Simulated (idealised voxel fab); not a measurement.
process module | voxel wiring stack
cross-section cut | 165 nm wide | cells 5 nm
A cross-section is a grid of square cells, given in bands from the top down. A band is one or more rows of cells.
Each band's line starts with the height of the band's top and of its bottom, in nm. Then come its materials from left to right, each with its width in nm. One material with "throughout" fills the band from edge to edge. "air" is empty space.
Height 0 is the level under which the wafer as received is all one material. The lowest band goes on downwards, as in "0 down".
A width such as "30 to 40" changes by the same amount from each row of cells to the next, from the band's top row to its bottom row.
"no change" after a step means that no cell of the cross-section changed.
closed voids: empty space of 8 cells or more with no open way to the top, each as width x height at its distance from the left edge, in nm
after a step's settings: what the simulator itself notes on the step
overlay nm, on a step with a mask: how far to the right of its planned place the mask lay; to the left if negative
plan
1 op RECEIVE | material Si
2 op CONFORMAL_DEP | material SiO2 | thk nm 15
3 op CONFORMAL_DEP | material SiCN | thk nm 5
4 op DIRECTIONAL_DEP | material lowk | thk nm 25
5 op DIRECTIONAL_DEP | material aC | thk nm 10
6 op PATTERN | tone open | mask id METAL_1 | material resist | width nm 25 | pitch nm 40 | thk nm 25 | overlay nm 0
7 op DIRECTIONAL_ETCH | etch materials aC | depth nm 10
8 op STRIP | etch materials resist
9 op DIRECTIONAL_ETCH | etch materials lowk | depth nm 25
10 op DIRECTIONAL_ETCH | etch materials SiCN | depth nm 5
11 op STRIP | etch materials aC
12 op CONFORMAL_DEP | material TiN | thk nm 5
13 op FILL_DEP | material Cu | thk nm 10
14 op CMP | height nm 45
15 op CONFORMAL_DEP | material SiCN | thk nm 5
16 op DIRECTIONAL_DEP | material SiO2 | thk nm 20
17 op PATTERN | tone open | mask id PLUG_1 | material resist | width nm 15 | pitch nm 40 | thk nm 15 | overlay nm 0
18 op DIRECTIONAL_ETCH | etch materials SiO2 | depth nm 20
19 op DIRECTIONAL_ETCH | etch materials SiCN | depth nm 5
20 op STRIP | etch materials resist
21 op EPI | material Ru | thk nm 10
22 op EPI | material Ru | thk nm 10
23 op EPI | material Ru | thk nm 5
24 op CONFORMAL_DEP | material SiCN | thk nm 5
25 op DIRECTIONAL_DEP | material SiO2 | thk nm 20
26 op DIRECTIONAL_DEP | material aC | thk nm 10
27 op PATTERN | tone open | mask id METAL_2 | material resist | width nm 25 | pitch nm 40 | thk nm 25 | overlay nm 0
28 op DIRECTIONAL_ETCH | etch materials aC | depth nm 10
29 op STRIP | etch materials resist
30 op DIRECTIONAL_ETCH | etch materials SiO2 | depth nm 20
31 op DIRECTIONAL_ETCH | etch materials SiCN | depth nm 5
32 op STRIP | etch materials aC
33 op CONFORMAL_DEP | material TiN | thk nm 5
34 op FILL_DEP | material W | thk nm 10
35 op CMP | height nm 95
36 op CONFORMAL_DEP | material SiN | thk nm 5
as received, after step 1
  0 down: Si throughout
  closed voids: none
first wafer at the end, as planned
  100 to 95: SiN throughout
  95 to 75: SiO2 30 | TiN 5 | W 15 | TiN 5 | SiO2 15 | TiN 5 | W 15 | TiN 5 | SiO2 15 | TiN 5 | W 15 | TiN 5 | SiO2 30
  75 to 70: SiCN 30 | TiN 25 | SiCN 15 | TiN 25 | SiCN 15 | TiN 25 | SiCN 30
  70 to 50: SiO2 30 | Ru 15 | SiO2 25 | Ru 15 | SiO2 25 | Ru 15 | SiO2 40
  50 to 45: SiCN 30 | Ru 15 | SiCN 25 | Ru 15 | SiCN 25 | Ru 15 | SiCN 40
  45 to 20: lowk 30 | TiN 5 | Cu 15 | TiN 5 | lowk 15 | TiN 5 | Cu 15 | TiN 5 | lowk 15 | TiN 5 | Cu 15 | TiN 5 | lowk 30
  20 to 15: SiCN 30 | TiN 25 | SiCN 15 | TiN 25 | SiCN 15 | TiN 25 | SiCN 30
  15 to 0: SiO2 throughout
  0 down: Si throughout
  closed voids: none
second wafer at the end: like start, like plan, one mistake
  100 to 95: SiN throughout
  95 to 75: SiO2 30 | TiN 5 | W 15 | TiN 5 | SiO2 15 | TiN 5 | W 15 | TiN 5 | SiO2 15 | TiN 5 | W 15 | TiN 5 | SiO2 30
  75 to 70: SiCN 30 | TiN 25 | SiCN 15 | TiN 25 | SiCN 15 | TiN 25 | SiCN 30
  70 to 50: SiO2 30 | Ru 15 | SiO2 25 | Ru 15 | SiO2 25 | Ru 15 | SiO2 40
  50 to 45: SiCN 30 | Ru 15 | SiCN 25 | Ru 15 | SiCN 25 | Ru 15 | SiCN 40
  45 to 25: lowk 30 | TiN 5 | Cu 15 | TiN 5 | lowk 15 | TiN 5 | Cu 15 | TiN 5 | lowk 15 | TiN 5 | Cu 15 | TiN 5 | lowk 30
  25 to 20: lowk 30 | TiN 25 | lowk 15 | TiN 25 | lowk 15 | TiN 25 | lowk 30
  20 to 5: SiO2 throughout
  5 to 0: SiCN throughout
  0 down: Si throughout
  closed voids: none
what went wrong: steps 2 and 3 were swapped
at the end the second wafer has, in cells: 9 fewer of Cu | 15 more of SiCN | 6 fewer of TiN
